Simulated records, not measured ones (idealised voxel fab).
process module | voxel gate over fins
cross-section cut | 225 nm wide | cells 5 nm
A cross-section is a grid of square cells, given in bands from the top down. A band is one or more rows of cells.
Each band's line starts with the height of the band's top and of its bottom, in nm. Then come its materials from left to right, each with its width in nm. One material with "throughout" fills the band from edge to edge. "air" is empty space.
Height 0 is the level under which the wafer as received is all one material. The lowest band goes on downwards, as in "0 down".
A width such as "30 to 40" changes by the same amount from each row of cells to the next, from the band's top row to its bottom row.
"no change" after a step means that no cell of the cross-section changed.
closed voids: empty space of 8 cells or more with no open way to the top, each as width x height at its distance from the left edge, in nm
after a step's settings: what the simulator itself notes on the step
overlay nm, on a step with a mask: how far to the right of its planned place the mask lay; to the left if negative
plan
1 op RECEIVE | material Si
2 op CONFORMAL_DEP | material SiN | thk nm 10
3 op MASKED_ETCH | tone cover | mask id FINS | width nm 15 | pitch nm 60 | etch materials SiN | depth nm 10 | overlay nm 0
4 op MASKED_ETCH | tone cover | mask id FINS | width nm 15 | pitch nm 60 | etch materials Si | depth nm 40 | overlay nm 0
5 op OXIDIZE | depth nm 5
6 op FILL_DEP | material SiO2 | thk nm 10
7 op CMP | height nm 10
8 op MASKED_ETCH | tone open | mask id RAIL | width nm 15 | etch materials SiO2 | depth nm 45 | overlay nm 0
9 op CONFORMAL_DEP | material TiN | thk nm 5
10 op FILL_DEP | material W | thk nm 10
11 op CMP | height nm 10
12 op SELECTIVE_ETCH | etch materials W Ru TiN | depth nm 30
13 op FILL_DEP | material SiO2 | thk nm 5
14 op CMP | height nm 10
15 op SELECTIVE_ETCH | etch materials SiO2 | depth nm 20
16 op STRIP | etch materials SiN
17 op CONFORMAL_DEP | material HfO2 | thk nm 5
18 op CONFORMAL_DEP | material TiN | thk nm 5
19 op FILL_DEP | material W | thk nm 15
20 op CMP | height nm 20
21 op CONFORMAL_DEP | material SiCN | thk nm 5
as received, after step 1
  0 down: Si throughout
  closed voids: none
first wafer at the end, as planned
  25 to 20: SiCN throughout
  20 to 10: W throughout
  10 to 5: W 40 | TiN 25 | W 35 | TiN 25 | W 35 | TiN 25 | W 40
  5 to 0: W 40 | TiN 5 | HfO2 15 | TiN 5 | W 35 | TiN 5 | HfO2 15 | TiN 5 | W 35 | TiN 5 | HfO2 15 | TiN 5 | W 40
  0 to -5: TiN 45 | HfO2 5 | Si 5 | HfO2 5 | TiN 45 | HfO2 5 | Si 5 | HfO2 5 | TiN 45 | HfO2 5 | Si 5 | HfO2 5 | TiN 45
  -5 to -10: HfO2 50 | Si 5 | HfO2 55 | Si 5 | HfO2 55 | Si 5 | HfO2 50
  -10 to -20: SiO2 50 | Si 5 | SiO2 55 | Si 5 | SiO2 55 | Si 5 | SiO2 50
  -20 to -30: SiO2 50 | Si 5 | SiO2 20 | TiN 5 | W 5 | TiN 5 | SiO2 20 | Si 5 | SiO2 55 | Si 5 | SiO2 50
  -30 to -35: SiO2 50 | Si 5 | SiO2 20 | TiN 15 | SiO2 20 | Si 5 | SiO2 55 | Si 5 | SiO2 50
  -35 to -45: SiO2 50 | Si 5 | SiO2 55 | Si 5 | SiO2 55 | Si 5 | SiO2 50
  -45 down: Si throughout
  closed voids: none
second wafer at the end: like start, like plan, one mistake
  25 to 20: SiCN throughout
  20 to 10: W throughout
  10 to 5: W 50 | TiN 25 | W 35 | TiN 25 | W 35 | TiN 25 | W 30
  5 to 0: W 40 | TiN 15 | HfO2 15 | TiN 5 | W 25 | TiN 15 | HfO2 15 | TiN 5 | W 25 | TiN 15 | HfO2 15 | TiN 5 | W 30
  0 to -5: TiN 45 | HfO2 15 | Si 5 | HfO2 5 | TiN 35 | HfO2 15 | Si 5 | HfO2 5 | TiN 35 | HfO2 15 | Si 5 | HfO2 5 | TiN 35
  -5 to -10: HfO2 50 | Si 15 | HfO2 45 | Si 15 | HfO2 45 | Si 15 | HfO2 40
  -10 to -20: SiO2 50 | Si 15 | SiO2 45 | Si 15 | SiO2 45 | Si 15 | SiO2 40
  -20 to -30: SiO2 50 | Si 15 | SiO2 10 | TiN 5 | W 5 | TiN 5 | SiO2 20 | Si 15 | SiO2 45 | Si 15 | SiO2 40
  -30 to -35: SiO2 50 | Si 15 | SiO2 10 | TiN 15 | SiO2 20 | Si 15 | SiO2 45 | Si 15 | SiO2 40
  -35 to -45: SiO2 50 | Si 15 | SiO2 45 | Si 15 | SiO2 45 | Si 15 | SiO2 40
  -45 down: Si throughout
  closed voids: none
what went wrong: step 3 ran as: op MASKED_ETCH | tone cover | mask id FINS | width nm 15 | pitch nm 60 | etch materials SiN | depth nm 10 | overlay nm 10
at the end the second wafer has, in cells: 48 more of Si | 42 fewer of SiO2 | 6 fewer of W
